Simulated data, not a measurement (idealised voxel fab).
Title: Process Module voxel self aligned contacts
The width of the displayed cross-section, cut, is 300 nm; its cells are square, with a size of 5 nm.
The cross-sections in this document take the form of a grid made of square cells. They are written out as bands, in order from top to bottom. Each band consists of one or more rows of cells.
Quick guide to a band line: top height, bottom height (nm) up front; then every material left to right with its width in nm. Only one material and it's marked "throughout"? Then it fills the band edge to edge. And "blank" just means empty space.
Counting heights begins at 0, where everything beneath is, in the wafer as received, one material. The lowest band has no bottom; it goes on downwards, as "0 nm and below" shows.
Width "30 to 40": first value at the band's top row of cells, second value at its bottom row, equal change from row to row.
Where a step carries "remains unaltered", the cross-section came out of it unchanged, cell for cell.
"Voids, enclosed" specifies each empty space that is not open to the top and that occupies no fewer than 8 cells, using the form width x height at distance, the distance measured from the left edge and all three quantities in nm.
What comes after the settings on a step's line is commentary from the simulator itself on that step.
When a step includes a mask, the "overlay nm" setting on its line states how far to the right of its planned place that mask lay, and negative values state how far to the left.
Steps in the process plan
1 RECEIVE [material Si]
2 OXIDIZE [depth nm 5]
3 DIRECTIONAL_DEP [material polySi] [thk nm 30]
4 DIRECTIONAL_DEP [material SiN] [thk nm 15]
5 DIRECTIONAL_DEP [material aC] [thk nm 15]
6 PATTERN [tone cover] [mask id GATE] [material resist] [width nm 30] [pitch nm 55] [thk nm 30] [overlay nm 0]
7 DIRECTIONAL_ETCH [etch materials aC] [depth nm 15]
8 STRIP [etch materials resist]
9 DIRECTIONAL_ETCH [etch materials SiN] [depth nm 15]
10 DIRECTIONAL_ETCH [etch materials polySi] [depth nm 30]
11 STRIP [etch materials aC]
12 CONFORMAL_DEP [material SiN] [thk nm 5]
13 DIRECTIONAL_ETCH [etch materials SiN] [depth nm 5]
14 FILL_DEP [material SiO2] [thk nm 15]
15 CMP [height nm 50]
16 MASKED_ETCH [tone open] [mask id CONTACT] [width nm 35] [etch materials SiO2] [depth nm 55] [overlay nm 0]
17 CONFORMAL_DEP [material TiN] [thk nm 5]
18 FILL_DEP [material Ru] [thk nm 5]
19 CMP [height nm 50]
20 CONFORMAL_DEP [material SiCN] [thk nm 5]
Incoming wafer, cross-sectional view, post step 1
> 0 nm and below  Si throughout
> Voids, enclosed: none
Wafer at module end, in section. Began as above, planned as above, run with one mistake
> 55 nm to 50 nm  SiCN throughout
> 50 nm to 45 nm  100 of SiO2, then 40 of SiN, then 15 of TiN, then 40 of SiN, then 105 of SiO2
> 45 nm to 30 nm  SiN throughout
> 30 nm to 0 nm  polySi throughout
> 0 nm to -5 nm  SiO2 throughout
> -5 nm and below  Si throughout
> Voids, enclosed: none
Short version of what went wrong: in the plan, step 4 was performed twice
